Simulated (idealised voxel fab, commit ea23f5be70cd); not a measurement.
Presented below is a process module, voxel capacitor over wiring.
245 nm wide, 5 nm square cells: that's cross-section cut.
Bands, listed from the top down, are how a cross-section gets written in this document; the cross-section itself is a grid of square cells, and a band is one or more rows of them. Top, bottom (nm), then materials left to right with widths (nm); lone material tagged "edge to edge" fills the whole band edge to edge; "blank" = empty space. All heights in this document are referenced to 0, defined as the level beneath which the wafer, as received, consists entirely of one material. The lowest band is not bounded below; it extends indefinitely downward and is written in the form "z 0 and below". The expression "30..40" gives the width at the extremes of the band, the first number at its top row of cells and the second at its bottom row, with the width changing by equal amounts from each row to the next in between. "no alterations made", as given for a step, is the statement that not any cell of the cross-section underwent a change during that step. Each empty space that has no open way to the top and spans at least 8 cells appears under "Sealed internal cavities" as width x height at distance, the distance counted from the left edge, all in nm. The remark found on a step's line after its settings is issued by the simulator itself and pertains to that step. On any step carrying a mask, the "overlay nm" setting, if present on the step's line, tells how far right of its planned place the mask lay; negative values point to the left.

plan
- 1: RECEIVE,material Si
- 2: CONFORMAL_DEP,material SiO2,thk nm 15
- 3: CONFORMAL_DEP,material SiN,thk nm 5
- 4: DIRECTIONAL_DEP,material SiO2,thk nm 20
- 5: DIRECTIONAL_DEP,material aC,thk nm 10
- 6: PATTERN,tone open,mask id METAL_1,material resist,width nm 25,pitch nm 90,thk nm 25,overlay nm 0
- 7: DIRECTIONAL_ETCH,etch materials aC,depth nm 10
- 8: STRIP,etch materials resist
- 9: DIRECTIONAL_ETCH,etch materials SiO2,depth nm 20
- 10: DIRECTIONAL_ETCH,etch materials SiN,depth nm 5
- 11: STRIP,etch materials aC
- 12: CONFORMAL_DEP,material TiN,thk nm 5
- 13: FILL_DEP,material W,thk nm 10
- 14: CMP,height nm 40
- 15: CONFORMAL_DEP,material SiCN,thk nm 5
- 16: DIRECTIONAL_DEP,material lowk,thk nm 20
- 17: MASKED_ETCH,tone open,mask id PLUG_1,width nm 15,etch materials lowk,depth nm 20,overlay nm 0
- 18: MASKED_ETCH,tone open,mask id PLUG_1,width nm 15,etch materials SiCN,depth nm 5,overlay nm 0
- 19: CONFORMAL_DEP,material TiN,thk nm 5
- 20: FILL_DEP,material W,thk nm 5
- 21: CMP,height nm 65
- 22: DIRECTIONAL_DEP,material TiN,thk nm 10
- 23: DIRECTIONAL_DEP,material HfO2,thk nm 5
- 24: DIRECTIONAL_DEP,material TiN,thk nm 10
- 25: DIRECTIONAL_DEP,material aC,thk nm 15
- 26: PATTERN,tone cover,mask id UPPER_PLATE,material resist,width nm 70,thk nm 30,overlay nm 0
- 27: DIRECTIONAL_ETCH,etch materials aC,depth nm 15
- 28: STRIP,etch materials resist
- 29: DIRECTIONAL_ETCH,etch materials TiN,depth nm 10
- 30: DIRECTIONAL_ETCH,etch materials HfO2,depth nm 5
- 31: STRIP,etch materials aC
- 32: DIRECTIONAL_DEP,material aC,thk nm 15
- 33: PATTERN,tone cover,mask id LOWER_PLATE,material resist,width nm 80,thk nm 30,overlay nm 0
- 34: DIRECTIONAL_ETCH,etch materials aC,depth nm 15
- 35: STRIP,etch materials resist
- 36: DIRECTIONAL_ETCH,etch materials TiN,depth nm 10
- 37: STRIP,etch materials aC
- 38: FILL_DEP,material SiO2,thk nm 15
- 39: CMP,height nm 100
- 40: DIRECTIONAL_DEP,material aC,thk nm 15
- 41: PATTERN,tone open,mask id PLUG_2,material resist,width nm 15,thk nm 35,overlay nm 0
- 42: DIRECTIONAL_ETCH,etch materials aC,depth nm 15
- 43: STRIP,etch materials resist
- 44: DIRECTIONAL_ETCH,etch materials SiO2,depth nm 10
- 45: STRIP,etch materials aC
- 46: CONFORMAL_DEP,material TiN,thk nm 5
- 47: FILL_DEP,material Ru,thk nm 10
- 48: CMP,height nm 100
- 49: CONFORMAL_DEP,material SiN,thk nm 5

Received-state cross-section, reflecting completion of step 1
	z 0 and below  Si edge to edge
	Sealed internal cavities: none

One mistake in running the module, otherwise start and plan as above: cross-section at the end
	z 105 to 100  SiN edge to edge
	z 100 to 95  85 of SiO2; 5 of TiN; 5 of Ru; 5 of TiN; 145 of SiO2
	z 95 to 90  85 of SiO2; 15 of TiN; 145 of SiO2
	z 90 to 80  75 of SiO2; 70 of TiN; 100 of SiO2
	z 80 to 75  75 of SiO2; 70 of HfO2; 100 of SiO2
	z 75 to 65  70 of SiO2; 80 of TiN; 95 of SiO2
	z 65 to 45  75 of lowk; 5 of TiN; 5 of W; 5 of TiN; 155 of lowk
	z 45 to 40  75 of SiCN; 15 of TiN; 155 of SiCN
	z 40 to 20  75 of SiO2; 5 of TiN; 15 of W; 5 of TiN; 65 of SiO2; 5 of TiN; 15 of W; 5 of TiN; 55 of SiO2
	z 20 to 15  75 of SiN; 25 of TiN; 65 of SiN; 25 of TiN; 55 of SiN
	z 15 to 0  SiO2 edge to edge
	z 0 and below  Si edge to edge
	Sealed internal cavities: none
Heads up, the wafer didn't run the way we planned it: contrary to plan, step 6 was performed as PATTERN,tone open,mask id METAL_1,material resist,width nm 25,pitch nm 90,thk nm 25,overlay nm 10
